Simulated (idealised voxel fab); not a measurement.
Title: Process Module voxel transistor to metal
Pictured: cross-section cut, 300 nm wide, on a grid of 5 nm square cells.
Cross-section layout: square cells on a grid; listed as bands, top to bottom; a band spans one or more cell rows. Quick guide to a band line: top height, bottom height (nm) up front; then every material left to right with its width in nm. Only one material and it's marked "everywhere"? Then it fills the band edge to edge. And "air" just means empty space. Convention: height 0 is the level below which the wafer, as received, is all one material. The lowest band does not terminate at the bottom but continues downward, represented as "0 and below". Graded width ("30->40"): value in top row of band = first number; value in bottom row = second number; row-to-row change constant. Where a step carries "no change occurred", the cross-section came out of it unchanged, cell for cell. The list in "Encapsulated voids" covers empty spaces of 8 cells or more that cannot reach the top through any open way, and it gives each as width x height at distance; the distance is from the left edge, and width, height and distance are in nm. That trailing text on a step's line, after the settings, is the simulator's own remark on the step. overlay nm: for a step with a mask, the amount by which the mask lay right of where it was planned; a negative amount means left of it.
Process steps foreseen in the plan
| 1 | RECEIVE, material Si |
| 2 | OXIDIZE, depth nm 5 |
| 3 | CONFORMAL_DEP, material SiN, thk nm 15 |
| 4 | DIRECTIONAL_DEP, material aC, thk nm 15 |
| 5 | PATTERN, tone cover, mask id ACTIVE, material resist, width nm 95, pitch nm 125, thk nm 35, overlay nm 0 |
| 6 | DIRECTIONAL_ETCH, etch materials aC, depth nm 15 |
| 7 | STRIP, etch materials resist |
| 8 | DIRECTIONAL_ETCH, etch materials SiN, depth nm 15 |
| 9 | DIRECTIONAL_ETCH, etch materials SiO2, depth nm 5 |
| 10 | DIRECTIONAL_ETCH, etch materials Si, depth nm 30 |
| 11 | STRIP, etch materials aC |
| 12 | FILL_DEP, material SiO2, thk nm 15 |
| 13 | CMP, height nm 15 |
| 14 | SELECTIVE_ETCH, etch materials SiO2, depth nm 10 |
| 15 | STRIP, etch materials SiN |
| 16 | SELECTIVE_ETCH, etch materials SiO2, depth nm 5 |
| 17 | OXIDIZE, depth nm 5 |
| 18 | DIRECTIONAL_DEP, material polySi, thk nm 20 |
| 19 | DIRECTIONAL_DEP, material SiCN, thk nm 15 |
| 20 | MASKED_ETCH, tone cover, mask id GATE, width nm 25, pitch nm 125, etch materials SiCN, depth nm 25, overlay nm 0 |
| 21 | MASKED_ETCH, tone cover, mask id GATE, width nm 25, pitch nm 125, etch materials polySi, depth nm 30, overlay nm 0 |
| 22 | CONFORMAL_DEP, material SiN, thk nm 10 |
| 23 | DIRECTIONAL_ETCH, etch materials SiN, depth nm 10 |
| 24 | DIRECTIONAL_ETCH, etch materials SiO2, depth nm 5 |
| 25 | EPI, material nSi, thk nm 5 |
| 26 | FILL_DEP, material SiO2, thk nm 5 |
| 27 | CMP, height nm 15 |
| 28 | STRIP, etch materials polySi |
| 29 | SELECTIVE_ETCH, etch materials SiO2, depth nm 5 |
| 30 | CONFORMAL_DEP, material HfO2, thk nm 5 |
| 31 | CONFORMAL_DEP, material TiN, thk nm 5 |
| 32 | FILL_DEP, material W, thk nm 5 |
| 33 | CMP, height nm 10 |
| 34 | DIRECTIONAL_DEP, material SiO2, thk nm 10 |
| 35 | PATTERN, tone open, mask id CONTACT, material resist, width nm 15, thk nm 20, overlay nm 0 |
| 36 | DIRECTIONAL_ETCH, etch materials SiO2, depth nm 25 |
| 37 | STRIP, etch materials resist |
| 38 | CONFORMAL_DEP, material TiN, thk nm 5 |
| 39 | FILL_DEP, material Ru, thk nm 10 |
| 40 | CMP, height nm 20 |
| 41 | CONFORMAL_DEP, material SiCN, thk nm 5 |
| 42 | DIRECTIONAL_DEP, material lowk, thk nm 20 |
| 43 | DIRECTIONAL_DEP, material aC, thk nm 5 |
| 44 | PATTERN, tone open, mask id METAL_1, material resist, width nm 15, thk nm 30, overlay nm 0 |
| 45 | DIRECTIONAL_ETCH, etch materials aC, depth nm 10 |
| 46 | STRIP, etch materials resist |
| 47 | DIRECTIONAL_ETCH, etch materials lowk, depth nm 20 |
| 48 | DIRECTIONAL_ETCH, etch materials SiCN, depth nm 5 |
| 49 | STRIP, etch materials aC |
| 50 | CONFORMAL_DEP, material TiN, thk nm 5 |
| 51 | FILL_DEP, material Ru, thk nm 10 |
| 52 | CMP, height nm 45 |
| 53 | CONFORMAL_DEP, material SiCN, thk nm 5 |
| 54 | DIRECTIONAL_DEP, material SiO2, thk nm 30 |
| 55 | PATTERN, tone open, mask id METAL_2, material resist, width nm 15, pitch nm 125, thk nm 15, overlay nm 0 |
| 56 | DIRECTIONAL_ETCH, etch materials SiO2, depth nm 15 |
| 57 | STRIP, etch materials resist |
| 58 | PATTERN, tone open, mask id METAL_2_HOLES, material resist, width nm 15, pitch nm 125, thk nm 20, overlay nm 0 |
| 59 | DIRECTIONAL_ETCH, etch materials SiO2, depth nm 15 |
| 60 | DIRECTIONAL_ETCH, etch materials SiCN, depth nm 5 |
| 61 | STRIP, etch materials resist |
| 62 | CONFORMAL_DEP, material TiN, thk nm 5 |
| 63 | FILL_DEP, material Ru, thk nm 10 |
| 64 | CMP, height nm 80 |
| 65 | CONFORMAL_DEP, material SiN, thk nm 5 |
It is noted that the wafers described herein are identical at the outset and are distinguished by the thk nm of step 43; the value stated in the plan corresponds to the first wafer.
Cross-section of the first of several received wafers, showing its state after step 1
	0 and below  Si everywhere
	Encapsulated voids: none
Quick key for the table: a row per wafer, taken at the end of the module. For each material it tells you how many cells the wafer gained (+) or lost (-) since it came in, and the closed voids come after
thk nm 5 | +26 HfO2 | +44 Ru | -230 Si | +102 SiCN | +92 SiN | +642 SiO2 | +132 TiN | +4 W | +192 lowk | +16 nSi | Encapsulated voids: none
thk nm 10 | +26 HfO2 | +44 Ru | -230 Si | +102 SiCN | +92 SiN | +642 SiO2 | +132 TiN | +4 W | +192 lowk | +16 nSi | Encapsulated voids: none
thk nm 15 | +26 HfO2 | +28 Ru | -230 Si | +114 SiCN | +92 SiN | +642 SiO2 | +88 TiN | +4 W | +240 lowk | +16 nSi | Encapsulated voids: none
thk nm 20 | +26 HfO2 | +28 Ru | -230 Si | +114 SiCN | +92 SiN | +642 SiO2 | +88 TiN | +4 W | +240 lowk | +16 nSi | Encapsulated voids: none
thk nm 25 | +26 HfO2 | +28 Ru | -230 Si | +114 SiCN | +92 SiN | +642 SiO2 | +88 TiN | +4 W | +240 lowk | +16 nSi | Encapsulated voids: none
